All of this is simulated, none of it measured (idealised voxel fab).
This is a process module. Its name is voxel double patterning.
Section cut is 200 nm wide and gridded with 5 nm square cells.
This document writes a cross-section as a grid whose cells are square, and gives it as bands, listed from the top down; one or more rows of cells form a band.
Heads up on the band format: heights come first, top then bottom, in nm. After that it's the materials left to right, each with its width in nm. A single material flagged "all across" fills the whole band edge to edge, and "air" means there's empty space there.
All heights in this document are referenced to 0, defined as the level beneath which the wafer, as received, consists entirely of one material. The lowest band is not bounded below; it extends indefinitely downward and is written in the form "0 and below".
The expression "30->40" gives the width at the extremes of the band, the first number at its top row of cells and the second at its bottom row, with the width changing by equal amounts from each row to the next in between.
Reading "no change occurred" for a step: not a cell of the cross-section changed in it.
Heads up: "Voids, sealed" only lists the empty pockets with no open path to the top that are 8 cells or more, and it writes them as width x height at distance, distance from the left edge, in nm.
Formally, on a step line, whatever follows the settings is a remark that the simulator itself makes on the step.
The optional step-line setting "overlay nm" applies to steps with a mask and quantifies how far to the right of its planned location the mask lay, a negative value indicating leftward placement.
[Process steps foreseen in the plan]
| 1 | RECEIVE,material Si |
| 2 | CONFORMAL_DEP,material SiN,thk nm 5 |
| 3 | DIRECTIONAL_DEP,material SiO2,thk nm 20 |
| 4 | DIRECTIONAL_DEP,material SiCN,thk nm 10 |
| 5 | DIRECTIONAL_DEP,material aC,thk nm 10 |
| 6 | PATTERN,tone open,mask id FIRST,material resist,width nm 15,pitch nm 50,thk nm 30,overlay nm 0 |
| 7 | DIRECTIONAL_ETCH,etch materials aC,depth nm 10 |
| 8 | STRIP,etch materials resist |
| 9 | DIRECTIONAL_ETCH,etch materials SiCN,depth nm 10 |
| 10 | STRIP,etch materials aC |
| 11 | MASKED_ETCH,tone open,mask id SECOND,width nm 15,etch materials SiCN,depth nm 10,overlay nm 0 |
| 12 | DIRECTIONAL_ETCH,etch materials SiO2,depth nm 20 |
| 13 | STRIP,etch materials SiCN |
[As-received wafer cross-section (after step 1)]
0 and below = Si all across
Voids, sealed: none
[The plan above was carried out on the starting structure above with one mistake, and this cross-section shows the wafer at the end of the module]
20 down to 0 = SiO2 65; air 15; SiO2 10; air 15; SiO2 10; air 15; SiO2 70
0 and below = Si all across
Voids, sealed: none
The plan and the run diverged here: step 2 of the plan was bypassed and not carried out
